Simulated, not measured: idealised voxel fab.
process module | voxel wiring stack
cross-section cut | 270 nm wide | cells 5 nm
A cross-section is a grid of square cells, given in bands from the top down. A band is one or more rows of cells.
Each band's line starts with the height of the band's top and of its bottom, in nm. Then come its materials from left to right, each with its width in nm. One material with "throughout" fills the band from edge to edge. "air" is empty space.
Height 0 is the level under which the wafer as received is all one material. The lowest band goes on downwards, as in "0 down".
A width such as "30 to 40" changes by the same amount from each row of cells to the next, from the band's top row to its bottom row.
"no change" after a step means that no cell of the cross-section changed.
closed voids: empty space of 8 cells or more with no open way to the top, each as width x height at its distance from the left edge, in nm
after a step's settings: what the simulator itself notes on the step
overlay nm, on a step with a mask: how far to the right of its planned place the mask lay; to the left if negative
plan
1 op RECEIVE | material Si
2 op CONFORMAL_DEP | material SiO2 | thk nm 15
3 op CONFORMAL_DEP | material SiN | thk nm 5
4 op DIRECTIONAL_DEP | material lowk | thk nm 25
5 op DIRECTIONAL_DEP | material aC | thk nm 15
6 op PATTERN | tone open | mask id METAL_1 | material resist | width nm 30 | pitch nm 50 | thk nm 30 | overlay nm 0
7 op DIRECTIONAL_ETCH | etch materials aC | depth nm 15
8 op STRIP | etch materials resist
9 op DIRECTIONAL_ETCH | etch materials lowk | depth nm 25
10 op DIRECTIONAL_ETCH | etch materials SiN | depth nm 5
11 op STRIP | etch materials aC
12 op CONFORMAL_DEP | material TiN | thk nm 5
13 op FILL_DEP | material Cu | thk nm 10
14 op CMP | height nm 45
15 op CONFORMAL_DEP | material SiCN | thk nm 5
16 op DIRECTIONAL_DEP | material SiO2 | thk nm 15
17 op DIRECTIONAL_DEP | material aC | thk nm 15
18 op PATTERN | tone open | mask id PLUG_1 | material resist | width nm 15 | pitch nm 50 | thk nm 30 | overlay nm 0
19 op DIRECTIONAL_ETCH | etch materials aC | depth nm 15
20 op STRIP | etch materials resist
21 op DIRECTIONAL_ETCH | etch materials SiO2 | depth nm 15
22 op DIRECTIONAL_ETCH | etch materials SiCN | depth nm 5
23 op STRIP | etch materials aC
24 op CONFORMAL_DEP | material TiN | thk nm 5
25 op FILL_DEP | material W | thk nm 5
26 op CMP | height nm 65
27 op DIRECTIONAL_DEP | material TiN | thk nm 5
28 op DIRECTIONAL_DEP | material Ru | thk nm 20
29 op MASKED_ETCH | tone cover | mask id METAL_2 | width nm 30 | pitch nm 50 | etch materials Ru | depth nm 20 | overlay nm 0
30 op MASKED_ETCH | tone cover | mask id METAL_2 | width nm 30 | pitch nm 50 | etch materials TiN | depth nm 5 | overlay nm 0
31 op FILL_DEP | material lowk | thk nm 10
32 op CMP | height nm 90
33 op CONFORMAL_DEP | material SiCN | thk nm 5
34 op DIRECTIONAL_DEP | material SiO2 | thk nm 15
35 op DIRECTIONAL_DEP | material aC | thk nm 15
36 op PATTERN | tone open | mask id PLUG_2 | material resist | width nm 15 | thk nm 30 | overlay nm 0
37 op DIRECTIONAL_ETCH | etch materials aC | depth nm 15
38 op STRIP | etch materials resist
39 op DIRECTIONAL_ETCH | etch materials SiO2 | depth nm 15
40 op DIRECTIONAL_ETCH | etch materials SiCN | depth nm 5
41 op STRIP | etch materials aC
42 op CONFORMAL_DEP | material TiN | thk nm 5
43 op FILL_DEP | material W | thk nm 5
44 op CMP | height nm 110
45 op DIRECTIONAL_DEP | material TiN | thk nm 5
46 op DIRECTIONAL_DEP | material Ru | thk nm 15
47 op PATTERN | tone cover | mask id METAL_3 | material resist | width nm 30 | pitch nm 50 | thk nm 15 | overlay nm 0
48 op DIRECTIONAL_ETCH | etch materials Ru | depth nm 15
49 op DIRECTIONAL_ETCH | etch materials TiN | depth nm 5
50 op STRIP | etch materials resist
51 op CONFORMAL_DEP | material SiCN | thk nm 5
52 op FILL_DEP | material lowk | thk nm 10
53 op CMP | height nm 130
54 op CONFORMAL_DEP | material SiCN | thk nm 5
first wafer, as planned
as received, after step 1
  0 down: Si throughout
  closed voids: none
after step 2
  15 to 0: SiO2 throughout
  below 0: unchanged
after step 3
  20 to 15: SiN throughout
  below 15: unchanged
after step 4
  45 to 20: lowk throughout
  below 20: unchanged
after step 5
  60 to 45: aC throughout
  below 45: unchanged
after step 6
  90 to 60: resist 95 | air 30 | resist 20 | air 30 | resist 95
  below 60: unchanged
after step 7
  75 to 60: resist 95 | air 30 | resist 20 | air 30 | resist 95
  60 to 45: aC 95 | air 30 | aC 20 | air 30 | aC 95
  below 45: unchanged
after step 8
  60 to 45: aC 95 | air 30 | aC 20 | air 30 | aC 95
  below 45: unchanged
after step 9
  60 to 45: aC 95 | air 30 | aC 20 | air 30 | aC 95
  45 to 20: lowk 95 | air 30 | lowk 20 | air 30 | lowk 95
  below 20: unchanged
after step 10
  60 to 45: aC 95 | air 30 | aC 20 | air 30 | aC 95
  45 to 20: lowk 95 | air 30 | lowk 20 | air 30 | lowk 95
  20 to 15: SiN 95 | air 30 | SiN 20 | air 30 | SiN 95
  below 15: unchanged
after step 11
  45 to 20: lowk 95 | air 30 | lowk 20 | air 30 | lowk 95
  below 20: unchanged
after step 12
  50 to 45: TiN 100 | air 20 | TiN 30 | air 20 | TiN 100
  45 to 20: lowk 95 | TiN 5 | air 20 | TiN 5 | lowk 20 | TiN 5 | air 20 | TiN 5 | lowk 95
  20 to 15: SiN 95 | TiN 30 | SiN 20 | TiN 30 | SiN 95
  below 15: unchanged
after step 13
  60 to 50: Cu throughout
  50 to 45: TiN 100 | Cu 20 | TiN 30 | Cu 20 | TiN 100
  45 to 20: lowk 95 | TiN 5 | Cu 20 | TiN 5 | lowk 20 | TiN 5 | Cu 20 | TiN 5 | lowk 95
  below 20: unchanged
after step 14
  45 to 20: lowk 95 | TiN 5 | Cu 20 | TiN 5 | lowk 20 | TiN 5 | Cu 20 | TiN 5 | lowk 95
  below 20: unchanged
after step 15
  50 to 45: SiCN throughout
  below 45: unchanged
after step 16
  65 to 50: SiO2 throughout
  below 50: unchanged
after step 17
  80 to 65: aC throughout
  below 65: unchanged
after step 18
  110 to 80: resist 95 | air 15 | resist 35 | air 15 | resist 110
  below 80: unchanged
after step 19
  95 to 80: resist 95 | air 15 | resist 35 | air 15 | resist 110
  80 to 65: aC 95 | air 15 | aC 35 | air 15 | aC 110
  below 65: unchanged
after step 20
  80 to 65: aC 95 | air 15 | aC 35 | air 15 | aC 110
  below 65: unchanged
after step 21
  80 to 65: aC 95 | air 15 | aC 35 | air 15 | aC 110
  65 to 50: SiO2 95 | air 15 | SiO2 35 | air 15 | SiO2 110
  below 50: unchanged
after step 22
  80 to 65: aC 95 | air 15 | aC 35 | air 15 | aC 110
  65 to 50: SiO2 95 | air 15 | SiO2 35 | air 15 | SiO2 110
  50 to 45: SiCN 95 | air 15 | SiCN 35 | air 15 | SiCN 110
  below 45: unchanged
after step 23
  65 to 50: SiO2 95 | air 15 | SiO2 35 | air 15 | SiO2 110
  below 50: unchanged
after step 24
  70 to 65: TiN 100 | air 5 | TiN 45 | air 5 | TiN 115
  65 to 50: SiO2 95 | TiN 5 | air 5 | TiN 5 | SiO2 35 | TiN 5 | air 5 | TiN 5 | SiO2 110
  50 to 45: SiCN 95 | TiN 15 | SiCN 35 | TiN 15 | SiCN 110
  below 45: unchanged
after step 25
  75 to 70: W throughout
  70 to 65: TiN 100 | W 5 | TiN 45 | W 5 | TiN 115
  65 to 50: SiO2 95 | TiN 5 | W 5 | TiN 5 | SiO2 35 | TiN 5 | W 5 | TiN 5 | SiO2 110
  below 50: unchanged
after step 26
  65 to 50: SiO2 95 | TiN 5 | W 5 | TiN 5 | SiO2 35 | TiN 5 | W 5 | TiN 5 | SiO2 110
  below 50: unchanged
after step 27
  70 to 65: TiN throughout
  below 65: unchanged
after step 28
  90 to 70: Ru throughout
  below 70: unchanged
after step 29
  90 to 70: air 95 | Ru 30 | air 20 | Ru 30 | air 95
  below 70: unchanged
after step 30
  90 to 70: air 95 | Ru 30 | air 20 | Ru 30 | air 95
  70 to 65: air 95 | TiN 30 | air 20 | TiN 30 | air 95
  below 65: unchanged
after step 31
  100 to 90: lowk throughout
  90 to 70: lowk 95 | Ru 30 | lowk 20 | Ru 30 | lowk 95
  70 to 65: lowk 95 | TiN 30 | lowk 20 | TiN 30 | lowk 95
  below 65: unchanged
after step 32
  90 to 70: lowk 95 | Ru 30 | lowk 20 | Ru 30 | lowk 95
  below 70: unchanged
after step 33
  95 to 90: SiCN throughout
  below 90: unchanged
after step 34
  110 to 95: SiO2 throughout
  below 95: unchanged
after step 35
  125 to 110: aC throughout
  below 110: unchanged
after step 36
  155 to 125: resist 95 | air 15 | resist 160
  below 125: unchanged
after step 37
  140 to 125: resist 95 | air 15 | resist 160
  125 to 110: aC 95 | air 15 | aC 160
  below 110: unchanged
after step 38
  125 to 110: aC 95 | air 15 | aC 160
  below 110: unchanged
after step 39
  125 to 110: aC 95 | air 15 | aC 160
  110 to 95: SiO2 95 | air 15 | SiO2 160
  below 95: unchanged
after step 40
  125 to 110: aC 95 | air 15 | aC 160
  110 to 95: SiO2 95 | air 15 | SiO2 160
  95 to 90: SiCN 95 | air 15 | SiCN 160
  below 90: unchanged
after step 41
  110 to 95: SiO2 95 | air 15 | SiO2 160
  below 95: unchanged
after step 42
  115 to 110: TiN 100 | air 5 | TiN 165
  110 to 95: SiO2 95 | TiN 5 | air 5 | TiN 5 | SiO2 160
  95 to 90: SiCN 95 | TiN 15 | SiCN 160
  below 90: unchanged
after step 43
  120 to 115: W throughout
  115 to 110: TiN 100 | W 5 | TiN 165
  110 to 95: SiO2 95 | TiN 5 | W 5 | TiN 5 | SiO2 160
  below 95: unchanged
after step 44
  110 to 95: SiO2 95 | TiN 5 | W 5 | TiN 5 | SiO2 160
  below 95: unchanged
after step 45
  115 to 110: TiN throughout
  below 110: unchanged
after step 46
  130 to 115: Ru throughout
  below 115: unchanged
after step 47
  145 to 130: air 95 | resist 30 | air 20 | resist 30 | air 95
  below 130: unchanged
after step 48
  145 to 130: air 95 | resist 30 | air 20 | resist 30 | air 95
  130 to 115: air 95 | Ru 30 | air 20 | Ru 30 | air 95
  below 115: unchanged
after step 49
  145 to 130: air 95 | resist 30 | air 20 | resist 30 | air 95
  130 to 115: air 95 | Ru 30 | air 20 | Ru 30 | air 95
  115 to 110: air 95 | TiN 30 | air 20 | TiN 30 | air 95
  below 110: unchanged
after step 50
  130 to 115: air 95 | Ru 30 | air 20 | Ru 30 | air 95
  below 115: unchanged
after step 51
  135 to 130: air 90 | SiCN 40 | air 10 | SiCN 40 | air 90
  130 to 115: air 90 | SiCN 5 | Ru 30 | SiCN 5 | air 10 | SiCN 5 | Ru 30 | SiCN 5 | air 90
  115 to 110: SiCN 95 | TiN 30 | SiCN 20 | TiN 30 | SiCN 95
  below 110: unchanged
after step 52
  145 to 135: lowk throughout
  135 to 130: lowk 90 | SiCN 40 | lowk 10 | SiCN 40 | lowk 90
  130 to 115: lowk 90 | SiCN 5 | Ru 30 | SiCN 5 | lowk 10 | SiCN 5 | Ru 30 | SiCN 5 | lowk 90
  below 115: unchanged
after step 53
  130 to 115: lowk 90 | SiCN 5 | Ru 30 | SiCN 5 | lowk 10 | SiCN 5 | Ru 30 | SiCN 5 | lowk 90
  below 115: unchanged
after step 54
  135 to 130: SiCN throughout
  below 130: unchanged
second wafer: like start, like plan, one mistake. Through step 2 it matches the first wafer
when step 3 should have ended
  40 to 15: lowk throughout
  below 15: unchanged
when step 4 should have ended
  45 to 40: SiN throughout
  below 40: unchanged
when step 5 should have ended
  60 to 45: aC throughout
  below 45: unchanged
when step 6 should have ended
  90 to 60: resist 95 | air 30 | resist 20 | air 30 | resist 95
  below 60: unchanged
when step 7 should have ended
  75 to 60: resist 95 | air 30 | resist 20 | air 30 | resist 95
  60 to 45: aC 95 | air 30 | aC 20 | air 30 | aC 95
  below 45: unchanged
when step 8 should have ended
  60 to 45: aC 95 | air 30 | aC 20 | air 30 | aC 95
  below 45: unchanged
when step 9 should have ended: no change
when step 10 should have ended
  60 to 45: aC 95 | air 30 | aC 20 | air 30 | aC 95
  45 to 40: SiN 95 | air 30 | SiN 20 | air 30 | SiN 95
  below 40: unchanged
when step 11 should have ended
  45 to 40: SiN 95 | air 30 | SiN 20 | air 30 | SiN 95
  below 40: unchanged
when step 12 should have ended
  50 to 45: TiN 100 | air 20 | TiN 30 | air 20 | TiN 100
  45 to 40: SiN 95 | TiN 30 | SiN 20 | TiN 30 | SiN 95
  below 40: unchanged
when step 13 should have ended
  60 to 50: Cu throughout
  50 to 45: TiN 100 | Cu 20 | TiN 30 | Cu 20 | TiN 100
  below 45: unchanged
when step 14 should have ended
  45 to 40: SiN 95 | TiN 30 | SiN 20 | TiN 30 | SiN 95
  below 40: unchanged
when step 15 should have ended
  50 to 45: SiCN throughout
  below 45: unchanged
when step 16 should have ended
  65 to 50: SiO2 throughout
  below 50: unchanged
when step 17 should have ended
  80 to 65: aC throughout
  below 65: unchanged
when step 18 should have ended
  110 to 80: resist 95 | air 15 | resist 35 | air 15 | resist 110
  below 80: unchanged
when step 19 should have ended
  95 to 80: resist 95 | air 15 | resist 35 | air 15 | resist 110
  80 to 65: aC 95 | air 15 | aC 35 | air 15 | aC 110
  below 65: unchanged
when step 20 should have ended
  80 to 65: aC 95 | air 15 | aC 35 | air 15 | aC 110
  below 65: unchanged
when step 21 should have ended
  80 to 65: aC 95 | air 15 | aC 35 | air 15 | aC 110
  65 to 50: SiO2 95 | air 15 | SiO2 35 | air 15 | SiO2 110
  below 50: unchanged
when step 22 should have ended
  80 to 65: aC 95 | air 15 | aC 35 | air 15 | aC 110
  65 to 50: SiO2 95 | air 15 | SiO2 35 | air 15 | SiO2 110
  50 to 45: SiCN 95 | air 15 | SiCN 35 | air 15 | SiCN 110
  below 45: unchanged
when step 23 should have ended
  65 to 50: SiO2 95 | air 15 | SiO2 35 | air 15 | SiO2 110
  below 50: unchanged
when step 24 should have ended
  70 to 65: TiN 100 | air 5 | TiN 45 | air 5 | TiN 115
  65 to 50: SiO2 95 | TiN 5 | air 5 | TiN 5 | SiO2 35 | TiN 5 | air 5 | TiN 5 | SiO2 110
  50 to 45: SiCN 95 | TiN 15 | SiCN 35 | TiN 15 | SiCN 110
  below 45: unchanged
when step 25 should have ended
  75 to 70: W throughout
  70 to 65: TiN 100 | W 5 | TiN 45 | W 5 | TiN 115
  65 to 50: SiO2 95 | TiN 5 | W 5 | TiN 5 | SiO2 35 | TiN 5 | W 5 | TiN 5 | SiO2 110
  below 50: unchanged
when step 26 should have ended
  65 to 50: SiO2 95 | TiN 5 | W 5 | TiN 5 | SiO2 35 | TiN 5 | W 5 | TiN 5 | SiO2 110
  below 50: unchanged
when step 27 should have ended
  70 to 65: TiN throughout
  below 65: unchanged
when step 28 should have ended
  90 to 70: Ru throughout
  below 70: unchanged
when step 29 should have ended
  90 to 70: air 95 | Ru 30 | air 20 | Ru 30 | air 95
  below 70: unchanged
when step 30 should have ended
  90 to 70: air 95 | Ru 30 | air 20 | Ru 30 | air 95
  70 to 65: air 95 | TiN 30 | air 20 | TiN 30 | air 95
  below 65: unchanged
when step 31 should have ended
  100 to 90: lowk throughout
  90 to 70: lowk 95 | Ru 30 | lowk 20 | Ru 30 | lowk 95
  70 to 65: lowk 95 | TiN 30 | lowk 20 | TiN 30 | lowk 95
  below 65: unchanged
when step 32 should have ended
  90 to 70: lowk 95 | Ru 30 | lowk 20 | Ru 30 | lowk 95
  below 70: unchanged
when step 33 should have ended
  95 to 90: SiCN throughout
  below 90: unchanged
when step 34 should have ended
  110 to 95: SiO2 throughout
  below 95: unchanged
when step 35 should have ended
  125 to 110: aC throughout
  below 110: unchanged
when step 36 should have ended
  155 to 125: resist 95 | air 15 | resist 160
  below 125: unchanged
when step 37 should have ended
  140 to 125: resist 95 | air 15 | resist 160
  125 to 110: aC 95 | air 15 | aC 160
  below 110: unchanged
when step 38 should have ended
  125 to 110: aC 95 | air 15 | aC 160
  below 110: unchanged
when step 39 should have ended
  125 to 110: aC 95 | air 15 | aC 160
  110 to 95: SiO2 95 | air 15 | SiO2 160
  below 95: unchanged
when step 40 should have ended
  125 to 110: aC 95 | air 15 | aC 160
  110 to 95: SiO2 95 | air 15 | SiO2 160
  95 to 90: SiCN 95 | air 15 | SiCN 160
  below 90: unchanged
when step 41 should have ended
  110 to 95: SiO2 95 | air 15 | SiO2 160
  below 95: unchanged
when step 42 should have ended
  115 to 110: TiN 100 | air 5 | TiN 165
  110 to 95: SiO2 95 | TiN 5 | air 5 | TiN 5 | SiO2 160
  95 to 90: SiCN 95 | TiN 15 | SiCN 160
  below 90: unchanged
when step 43 should have ended
  120 to 115: W throughout
  115 to 110: TiN 100 | W 5 | TiN 165
  110 to 95: SiO2 95 | TiN 5 | W 5 | TiN 5 | SiO2 160
  below 95: unchanged
when step 44 should have ended
  110 to 95: SiO2 95 | TiN 5 | W 5 | TiN 5 | SiO2 160
  below 95: unchanged
when step 45 should have ended
  115 to 110: TiN throughout
  below 110: unchanged
when step 46 should have ended
  130 to 115: Ru throughout
  below 115: unchanged
when step 47 should have ended
  145 to 130: air 95 | resist 30 | air 20 | resist 30 | air 95
  below 130: unchanged
when step 48 should have ended
  145 to 130: air 95 | resist 30 | air 20 | resist 30 | air 95
  130 to 115: air 95 | Ru 30 | air 20 | Ru 30 | air 95
  below 115: unchanged
when step 49 should have ended
  145 to 130: air 95 | resist 30 | air 20 | resist 30 | air 95
  130 to 115: air 95 | Ru 30 | air 20 | Ru 30 | air 95
  115 to 110: air 95 | TiN 30 | air 20 | TiN 30 | air 95
  below 110: unchanged
when step 50 should have ended
  130 to 115: air 95 | Ru 30 | air 20 | Ru 30 | air 95
  below 115: unchanged
when step 51 should have ended
  135 to 130: air 90 | SiCN 40 | air 10 | SiCN 40 | air 90
  130 to 115: air 90 | SiCN 5 | Ru 30 | SiCN 5 | air 10 | SiCN 5 | Ru 30 | SiCN 5 | air 90
  115 to 110: SiCN 95 | TiN 30 | SiCN 20 | TiN 30 | SiCN 95
  below 110: unchanged
when step 52 should have ended
  145 to 135: lowk throughout
  135 to 130: lowk 90 | SiCN 40 | lowk 10 | SiCN 40 | lowk 90
  130 to 115: lowk 90 | SiCN 5 | Ru 30 | SiCN 5 | lowk 10 | SiCN 5 | Ru 30 | SiCN 5 | lowk 90
  below 115: unchanged
when step 53 should have ended
  130 to 115: lowk 90 | SiCN 5 | Ru 30 | SiCN 5 | lowk 10 | SiCN 5 | Ru 30 | SiCN 5 | lowk 90
  below 115: unchanged
when step 54 should have ended
  135 to 130: SiCN throughout
  below 130: unchanged
what went wrong: steps 3 and 4 were swapped
at the end the second wafer has, in cells: 40 fewer of Cu | 20 fewer of TiN | 60 more of lowk
